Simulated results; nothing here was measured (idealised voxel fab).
Title: Process Module voxel released beams
The width of the displayed cross-section, cut, is 160 nm; its cells are square, with a size of 5 nm.
This document writes a cross-section as a grid whose cells are square, and gives it as bands, listed from the top down; one or more rows of cells form a band.
Each band's line starts with the height of the band's top and of its bottom, in nm. Then come its materials from left to right, each with its width in nm. One material with "everywhere" fills the band from edge to edge. "empty" is empty space.
It should be noted that heights are counted from 0, beneath which the wafer as supplied is of one material throughout, and that the lowest band possesses no lower boundary but continues downward, as written in "0 nm and below".
The two numbers in a width such as "30 to 40" mark its ends across the band: the first belongs to the top row of cells, the second to the bottom row, and from each row to the next the width moves by the same amount.
When a step is marked "remained the same", none of the cells in the cross-section changed during that step.
"Entrapped voids": sealed empty spaces, 8 cells or more, no open way to top, listed width x height at distance, with distance from the left edge and width, height and distance in nm.
Post-settings text on a step line: simulator's own remark regarding the step.
The "overlay nm" setting may appear on a step's line; for a step that uses a mask, it gives how far to the right of its planned position the mask lay, and a negative value indicates the left.
[This section lists the process steps that were planned]
- 1: RECEIVE,material Si
- 2: CONFORMAL_DEP,material Al2O3,thk nm 10
- 3: DIRECTIONAL_DEP,material SiO2,thk nm 10
- 4: PATTERN,tone open,mask id ANCHOR,material resist,width nm 30,thk nm 15,overlay nm 0
- 5: DIRECTIONAL_ETCH,etch materials SiO2,depth nm 10
- 6: STRIP,etch materials resist
- 7: CONFORMAL_DEP,material SiN,thk nm 10
- 8: DIRECTIONAL_DEP,material aC,thk nm 15
- 9: PATTERN,tone cover,mask id BEAM,material resist,width nm 95,thk nm 30,overlay nm 0
- 10: DIRECTIONAL_ETCH,etch materials aC,depth nm 15
- 11: STRIP,etch materials resist
- 12: DIRECTIONAL_ETCH,etch materials SiN,depth nm 5
- 13: STRIP,etch materials aC
- 14: STRIP,etch materials SiO2
Be aware that, although all wafers share a common starting state, the depth nm at step 12 differs among them, and the plan displays the first wafer's value.
[Cross-section: the first of several wafers in its as-received state, i.e. following step 1]
	0 nm and below: Si everywhere
	Entrapped voids: none
[Below is a per-wafer table. In it, each row describes the wafer at the end of the module by giving, for each material, the number of cells gained (+) or lost (-) since the wafer was received, and after that the closed voids of the wafer]
depth nm 5 | +64 Al2O3 | +59 SiN | +52 SiO2 | Entrapped voids: none
depth nm 10 | +64 Al2O3 | +46 SiN | Entrapped voids: none
depth nm 15 | +64 Al2O3 | +46 SiN | Entrapped voids: none
depth nm 20 | +64 Al2O3 | +46 SiN | Entrapped voids: none
depth nm 25 | +64 Al2O3 | +46 SiN | Entrapped voids: none
